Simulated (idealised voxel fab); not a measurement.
Module name: voxel wiring stack (process module)
This is section cut - it's 280 nm across, gridded in 5 nm square cells.
Heads up, the way a cross-section reads in here is a grid of square cells, handed over as bands from the top down, with every band being one or more rows of cells.
Top height, bottom height, nm. Materials left to right, width each, nm. Single material + "throughout" = fills band edge to edge. "blank" = empty.
Heights are expressed relative to 0, this being the level below which the as-received wafer comprises one material exclusively. The lowest band is unbounded in the downward direction and is denoted as in "0 and below".
Top row gets the first number, bottom row gets the second, and each row in between changes by the same step: that is how a band width like "30 to 40" works.
When a step is marked "no modification", none of the cells in the cross-section changed during that step.
Any empty space of 8 cells or more lacking an open way to the top shows up in "Closed void table" as width x height at distance, distance from the left edge, in nm.
Text after the settings on a step's line: the simulator's own remark on that step.
The "overlay nm" setting may appear on a step's line; for a step that uses a mask, it gives how far to the right of its planned position the mask lay, and a negative value indicates the left.
## The steps planned for the process are as follows
1,RECEIVE,material Si
2,CONFORMAL_DEP,material SiO2,thk nm 10
3,CONFORMAL_DEP,material SiN,thk nm 5
4,DIRECTIONAL_DEP,material lowk,thk nm 20
5,MASKED_ETCH,tone open,mask id METAL_1,width nm 20,pitch nm 50,etch materials lowk,depth nm 20,overlay nm 0
6,MASKED_ETCH,tone open,mask id METAL_1,width nm 20,pitch nm 50,etch materials SiN,depth nm 5,overlay nm 0
7,CONFORMAL_DEP,material TiN,thk nm 5
8,FILL_DEP,material W,thk nm 10
9,CMP,height nm 35
10,CONFORMAL_DEP,material SiCN,thk nm 5
11,DIRECTIONAL_DEP,material SiO2,thk nm 10
12,DIRECTIONAL_DEP,material aC,thk nm 15
13,PATTERN,tone open,mask id PLUG_1,material resist,width nm 15,pitch nm 50,thk nm 35,overlay nm 0
14,DIRECTIONAL_ETCH,etch materials aC,depth nm 15
15,STRIP,etch materials resist
16,DIRECTIONAL_ETCH,etch materials SiO2,depth nm 10
17,DIRECTIONAL_ETCH,etch materials SiCN,depth nm 5
18,STRIP,etch materials aC
19,EPI,material Ru,thk nm 10
20,EPI,material Ru,thk nm 5
21,DIRECTIONAL_DEP,material TiN,thk nm 5
22,DIRECTIONAL_DEP,material Ru,thk nm 25
23,DIRECTIONAL_DEP,material aC,thk nm 10
24,PATTERN,tone cover,mask id METAL_2,material resist,width nm 20,pitch nm 50,thk nm 25,overlay nm 0
25,DIRECTIONAL_ETCH,etch materials aC,depth nm 10
26,STRIP,etch materials resist
27,DIRECTIONAL_ETCH,etch materials Ru,depth nm 25
28,DIRECTIONAL_ETCH,etch materials TiN,depth nm 5
29,STRIP,etch materials aC
30,FILL_DEP,material lowk,thk nm 10
31,CMP,height nm 80
32,CONFORMAL_DEP,material SiN,thk nm 5
## The following pertains to the first of two wafers, which was processed as planned
## This is the cross-section of the wafer as we received it, i.e. after step 1
* 0 and below = Si throughout
* Closed void table: none
## Wafer section view after processing step 2
* 10 down to 0 = SiO2 throughout
* All layers under 0 are left as they were.
## Wafer section view after processing step 3
* 15 down to 10 = SiN throughout
* All layers under 10 are left as they were.
## Wafer section view after processing step 4
* 35 down to 15 = lowk throughout
* All layers under 15 are left as they were.
## Wafer section view after processing step 5
* 35 down to 15 = lowk (55); blank (20); lowk (30); blank (20); lowk (30); blank (20); lowk (30); blank (20); lowk (55)
* All layers under 15 are left as they were.
## Wafer section view after processing step 6
* 35 down to 15 = lowk (55); blank (20); lowk (30); blank (20); lowk (30); blank (20); lowk (30); blank (20); lowk (55)
* 15 down to 10 = SiN (55); blank (20); SiN (30); blank (20); SiN (30); blank (20); SiN (30); blank (20); SiN (55)
* All layers under 10 are left as they were.
## Wafer section view after processing step 7
* 40 down to 35 = TiN (60); blank (10); TiN (40); blank (10); TiN (40); blank (10); TiN (40); blank (10); TiN (60)
* 35 down to 15 = lowk (55); TiN (5); blank (10); TiN (5); lowk (30); TiN (5); blank (10); TiN (5); lowk (30); TiN (5); blank (10); TiN (5); lowk (30); TiN (5); blank (10); TiN (5); lowk (55)
* 15 down to 10 = SiN (55); TiN (20); SiN (30); TiN (20); SiN (30); TiN (20); SiN (30); TiN (20); SiN (55)
* All layers under 10 are left as they were.
## Wafer section view after processing step 8
* 50 down to 40 = W throughout
* 40 down to 35 = TiN (60); W (10); TiN (40); W (10); TiN (40); W (10); TiN (40); W (10); TiN (60)
* 35 down to 15 = lowk (55); TiN (5); W (10); TiN (5); lowk (30); TiN (5); W (10); TiN (5); lowk (30); TiN (5); W (10); TiN (5); lowk (30); TiN (5); W (10); TiN (5); lowk (55)
* All layers under 15 are left as they were.
## Wafer section view after processing step 9
* 35 down to 15 = lowk (55); TiN (5); W (10); TiN (5); lowk (30); TiN (5); W (10); TiN (5); lowk (30); TiN (5); W (10); TiN (5); lowk (30); TiN (5); W (10); TiN (5); lowk (55)
* All layers under 15 are left as they were.
## Wafer section view after processing step 10
* 40 down to 35 = SiCN throughout
* All layers under 35 are left as they were.
## Wafer section view after processing step 11
* 50 down to 40 = SiO2 throughout
* All layers under 40 are left as they were.
## Wafer section view after processing step 12
* 65 down to 50 = aC throughout
* All layers under 50 are left as they were.
## Wafer section view after processing step 13
* 100 down to 65 = resist (55); blank (15); resist (35); blank (15); resist (35); blank (15); resist (35); blank (15); resist (60)
* All layers under 65 are left as they were.
## Wafer section view after processing step 14
* 85 down to 65 = resist (55); blank (15); resist (35); blank (15); resist (35); blank (15); resist (35); blank (15); resist (60)
* 65 down to 50 = aC (55); blank (15); aC (35); blank (15); aC (35); blank (15); aC (35); blank (15); aC (60)
* All layers under 50 are left as they were.
## Wafer section view after processing step 15
* 65 down to 50 = aC (55); blank (15); aC (35); blank (15); aC (35); blank (15); aC (35); blank (15); aC (60)
* All layers under 50 are left as they were.
## Wafer section view after processing step 16
* 65 down to 50 = aC (55); blank (15); aC (35); blank (15); aC (35); blank (15); aC (35); blank (15); aC (60)
* 50 down to 40 = SiO2 (55); blank (15); SiO2 (35); blank (15); SiO2 (35); blank (15); SiO2 (35); blank (15); SiO2 (60)
* All layers under 40 are left as they were.
## Wafer section view after processing step 17
* 65 down to 50 = aC (55); blank (15); aC (35); blank (15); aC (35); blank (15); aC (35); blank (15); aC (60)
* 50 down to 40 = SiO2 (55); blank (15); SiO2 (35); blank (15); SiO2 (35); blank (15); SiO2 (35); blank (15); SiO2 (60)
* 40 down to 35 = SiCN (55); blank (15); SiCN (35); blank (15); SiCN (35); blank (15); SiCN (35); blank (15); SiCN (60)
* All layers under 35 are left as they were.
## Wafer section view after processing step 18
* 50 down to 40 = SiO2 (55); blank (15); SiO2 (35); blank (15); SiO2 (35); blank (15); SiO2 (35); blank (15); SiO2 (60)
* All layers under 40 are left as they were.
## Wafer section view after processing step 19
* 50 down to 45 = SiO2 (55); blank (15); SiO2 (35); blank (15); SiO2 (35); blank (15); SiO2 (35); blank (15); SiO2 (60)
* 45 down to 40 = SiO2 (55); Ru (15); SiO2 (35); Ru (15); SiO2 (35); Ru (15); SiO2 (35); Ru (15); SiO2 (60)
* 40 down to 35 = SiCN (55); Ru (15); SiCN (35); Ru (15); SiCN (35); Ru (15); SiCN (35); Ru (15); SiCN (60)
* All layers under 35 are left as they were.
## Wafer section view after processing step 20
* 50 down to 40 = SiO2 (55); Ru (15); SiO2 (35); Ru (15); SiO2 (35); Ru (15); SiO2 (35); Ru (15); SiO2 (60)
* All layers under 40 are left as they were.
## Wafer section view after processing step 21
* 55 down to 50 = TiN throughout
* All layers under 50 are left as they were.
## Wafer section view after processing step 22
* 80 down to 55 = Ru throughout
* All layers under 55 are left as they were.
## Wafer section view after processing step 23
* 90 down to 80 = aC throughout
* All layers under 80 are left as they were.
## Wafer section view after processing step 24
* 115 down to 90 = blank (55); resist (20); blank (30); resist (20); blank (30); resist (20); blank (30); resist (20); blank (55)
* All layers under 90 are left as they were.
## Wafer section view after processing step 25
* 105 down to 90 = blank (55); resist (20); blank (30); resist (20); blank (30); resist (20); blank (30); resist (20); blank (55)
* 90 down to 80 = blank (55); aC (20); blank (30); aC (20); blank (30); aC (20); blank (30); aC (20); blank (55)
* All layers under 80 are left as they were.
## Wafer section view after processing step 26
* 90 down to 80 = blank (55); aC (20); blank (30); aC (20); blank (30); aC (20); blank (30); aC (20); blank (55)
* All layers under 80 are left as they were.
## Wafer section view after processing step 27
* 90 down to 80 = blank (55); aC (20); blank (30); aC (20); blank (30); aC (20); blank (30); aC (20); blank (55)
* 80 down to 55 = blank (55); Ru (20); blank (30); Ru (20); blank (30); Ru (20); blank (30); Ru (20); blank (55)
* All layers under 55 are left as they were.
## Wafer section view after processing step 28
* 90 down to 80 = blank (55); aC (20); blank (30); aC (20); blank (30); aC (20); blank (30); aC (20); blank (55)
* 80 down to 55 = blank (55); Ru (20); blank (30); Ru (20); blank (30); Ru (20); blank (30); Ru (20); blank (55)
* 55 down to 50 = blank (55); TiN (20); blank (30); TiN (20); blank (30); TiN (20); blank (30); TiN (20); blank (55)
* All layers under 50 are left as they were.
## Wafer section view after processing step 29
* 80 down to 55 = blank (55); Ru (20); blank (30); Ru (20); blank (30); Ru (20); blank (30); Ru (20); blank (55)
* All layers under 55 are left as they were.
## Wafer section view after processing step 30
* 90 down to 80 = lowk throughout
* 80 down to 55 = lowk (55); Ru (20); lowk (30); Ru (20); lowk (30); Ru (20); lowk (30); Ru (20); lowk (55)
* 55 down to 50 = lowk (55); TiN (20); lowk (30); TiN (20); lowk (30); TiN (20); lowk (30); TiN (20); lowk (55)
* All layers under 50 are left as they were.
## Wafer section view after processing step 31
* 80 down to 55 = lowk (55); Ru (20); lowk (30); Ru (20); lowk (30); Ru (20); lowk (30); Ru (20); lowk (55)
* All layers under 55 are left as they were.
## Wafer section view after processing step 32
* 85 down to 80 = SiN throughout
* All layers under 80 are left as they were.
## Wafer two: like wafer one in start and plan, but with one mistake in execution; identical up to and including step 2
## Cross-section of the second wafer at the time step 3 of the plan should have ended
* 30 down to 10 = lowk throughout
* All layers under 10 are left as they were.
## Cross-section of the second wafer at the time step 4 of the plan should have ended
* 35 down to 30 = SiN throughout
* All layers under 30 are left as they were.
Cross-section of the second wafer at the time step 5 of the plan should have ended: no modification
## Cross-section of the second wafer at the time step 6 of the plan should have ended
* 35 down to 30 = SiN (55); blank (20); SiN (30); blank (20); SiN (30); blank (20); SiN (30); blank (20); SiN (55)
* All layers under 30 are left as they were.
## Cross-section of the second wafer at the time step 7 of the plan should have ended
* 40 down to 35 = TiN (60); blank (10); TiN (40); blank (10); TiN (40); blank (10); TiN (40); blank (10); TiN (60)
* 35 down to 30 = SiN (55); TiN (20); SiN (30); TiN (20); SiN (30); TiN (20); SiN (30); TiN (20); SiN (55)
* All layers under 30 are left as they were.
## Cross-section of the second wafer at the time step 8 of the plan should have ended
* 50 down to 40 = W throughout
* 40 down to 35 = TiN (60); W (10); TiN (40); W (10); TiN (40); W (10); TiN (40); W (10); TiN (60)
* All layers under 35 are left as they were.
## Cross-section of the second wafer at the time step 9 of the plan should have ended
* 35 down to 30 = SiN (55); TiN (20); SiN (30); TiN (20); SiN (30); TiN (20); SiN (30); TiN (20); SiN (55)
* All layers under 30 are left as they were.
## Cross-section of the second wafer at the time step 10 of the plan should have ended
* 40 down to 35 = SiCN throughout
* All layers under 35 are left as they were.
## Cross-section of the second wafer at the time step 11 of the plan should have ended
* 50 down to 40 = SiO2 throughout
* All layers under 40 are left as they were.
## Cross-section of the second wafer at the time step 12 of the plan should have ended
* 65 down to 50 = aC throughout
* All layers under 50 are left as they were.
## Cross-section of the second wafer at the time step 13 of the plan should have ended
* 100 down to 65 = resist (55); blank (15); resist (35); blank (15); resist (35); blank (15); resist (35); blank (15); resist (60)
* All layers under 65 are left as they were.
## Cross-section of the second wafer at the time step 14 of the plan should have ended
* 85 down to 65 = resist (55); blank (15); resist (35); blank (15); resist (35); blank (15); resist (35); blank (15); resist (60)
* 65 down to 50 = aC (55); blank (15); aC (35); blank (15); aC (35); blank (15); aC (35); blank (15); aC (60)
* All layers under 50 are left as they were.
## Cross-section of the second wafer at the time step 15 of the plan should have ended
* 65 down to 50 = aC (55); blank (15); aC (35); blank (15); aC (35); blank (15); aC (35); blank (15); aC (60)
* All layers under 50 are left as they were.
## Cross-section of the second wafer at the time step 16 of the plan should have ended
* 65 down to 50 = aC (55); blank (15); aC (35); blank (15); aC (35); blank (15); aC (35); blank (15); aC (60)
* 50 down to 40 = SiO2 (55); blank (15); SiO2 (35); blank (15); SiO2 (35); blank (15); SiO2 (35); blank (15); SiO2 (60)
* All layers under 40 are left as they were.
## Cross-section of the second wafer at the time step 17 of the plan should have ended
* 65 down to 50 = aC (55); blank (15); aC (35); blank (15); aC (35); blank (15); aC (35); blank (15); aC (60)
* 50 down to 40 = SiO2 (55); blank (15); SiO2 (35); blank (15); SiO2 (35); blank (15); SiO2 (35); blank (15); SiO2 (60)
* 40 down to 35 = SiCN (55); blank (15); SiCN (35); blank (15); SiCN (35); blank (15); SiCN (35); blank (15); SiCN (60)
* All layers under 35 are left as they were.
## Cross-section of the second wafer at the time step 18 of the plan should have ended
* 50 down to 40 = SiO2 (55); blank (15); SiO2 (35); blank (15); SiO2 (35); blank (15); SiO2 (35); blank (15); SiO2 (60)
* All layers under 40 are left as they were.
## Cross-section of the second wafer at the time step 19 of the plan should have ended
* 50 down to 45 = SiO2 (55); blank (15); SiO2 (35); blank (15); SiO2 (35); blank (15); SiO2 (35); blank (15); SiO2 (60)
* 45 down to 40 = SiO2 (55); Ru (15); SiO2 (35); Ru (15); SiO2 (35); Ru (15); SiO2 (35); Ru (15); SiO2 (60)
* 40 down to 35 = SiCN (55); Ru (15); SiCN (35); Ru (15); SiCN (35); Ru (15); SiCN (35); Ru (15); SiCN (60)
* All layers under 35 are left as they were.
## Cross-section of the second wafer at the time step 20 of the plan should have ended
* 50 down to 40 = SiO2 (55); Ru (15); SiO2 (35); Ru (15); SiO2 (35); Ru (15); SiO2 (35); Ru (15); SiO2 (60)
* All layers under 40 are left as they were.
## Cross-section of the second wafer at the time step 21 of the plan should have ended
* 55 down to 50 = TiN throughout
* All layers under 50 are left as they were.
## Cross-section of the second wafer at the time step 22 of the plan should have ended
* 80 down to 55 = Ru throughout
* All layers under 55 are left as they were.
## Cross-section of the second wafer at the time step 23 of the plan should have ended
* 90 down to 80 = aC throughout
* All layers under 80 are left as they were.
## Cross-section of the second wafer at the time step 24 of the plan should have ended
* 115 down to 90 = blank (55); resist (20); blank (30); resist (20); blank (30); resist (20); blank (30); resist (20); blank (55)
* All layers under 90 are left as they were.
## Cross-section of the second wafer at the time step 25 of the plan should have ended
* 105 down to 90 = blank (55); resist (20); blank (30); resist (20); blank (30); resist (20); blank (30); resist (20); blank (55)
* 90 down to 80 = blank (55); aC (20); blank (30); aC (20); blank (30); aC (20); blank (30); aC (20); blank (55)
* All layers under 80 are left as they were.
## Cross-section of the second wafer at the time step 26 of the plan should have ended
* 90 down to 80 = blank (55); aC (20); blank (30); aC (20); blank (30); aC (20); blank (30); aC (20); blank (55)
* All layers under 80 are left as they were.
## Cross-section of the second wafer at the time step 27 of the plan should have ended
* 90 down to 80 = blank (55); aC (20); blank (30); aC (20); blank (30); aC (20); blank (30); aC (20); blank (55)
* 80 down to 55 = blank (55); Ru (20); blank (30); Ru (20); blank (30); Ru (20); blank (30); Ru (20); blank (55)
* All layers under 55 are left as they were.
## Cross-section of the second wafer at the time step 28 of the plan should have ended
* 90 down to 80 = blank (55); aC (20); blank (30); aC (20); blank (30); aC (20); blank (30); aC (20); blank (55)
* 80 down to 55 = blank (55); Ru (20); blank (30); Ru (20); blank (30); Ru (20); blank (30); Ru (20); blank (55)
* 55 down to 50 = blank (55); TiN (20); blank (30); TiN (20); blank (30); TiN (20); blank (30); TiN (20); blank (55)
* All layers under 50 are left as they were.
## Cross-section of the second wafer at the time step 29 of the plan should have ended
* 80 down to 55 = blank (55); Ru (20); blank (30); Ru (20); blank (30); Ru (20); blank (30); Ru (20); blank (55)
* All layers under 55 are left as they were.
## Cross-section of the second wafer at the time step 30 of the plan should have ended
* 90 down to 80 = lowk throughout
* 80 down to 55 = lowk (55); Ru (20); lowk (30); Ru (20); lowk (30); Ru (20); lowk (30); Ru (20); lowk (55)
* 55 down to 50 = lowk (55); TiN (20); lowk (30); TiN (20); lowk (30); TiN (20); lowk (30); TiN (20); lowk (55)
* All layers under 50 are left as they were.
## Cross-section of the second wafer at the time step 31 of the plan should have ended
* 80 down to 55 = lowk (55); Ru (20); lowk (30); Ru (20); lowk (30); Ru (20); lowk (30); Ru (20); lowk (55)
* All layers under 55 are left as they were.
## Cross-section of the second wafer at the time step 32 of the plan should have ended
* 85 down to 80 = SiN throughout
* All layers under 80 are left as they were.
What was done differently from what was planned? contrary to the plan, steps 3 and 4 were processed in exchanged order
Upon completion, the second wafer contains, in terms of cells, a greater or smaller amount of certain materials than the first wafer: TiN -32; W -32; lowk +64
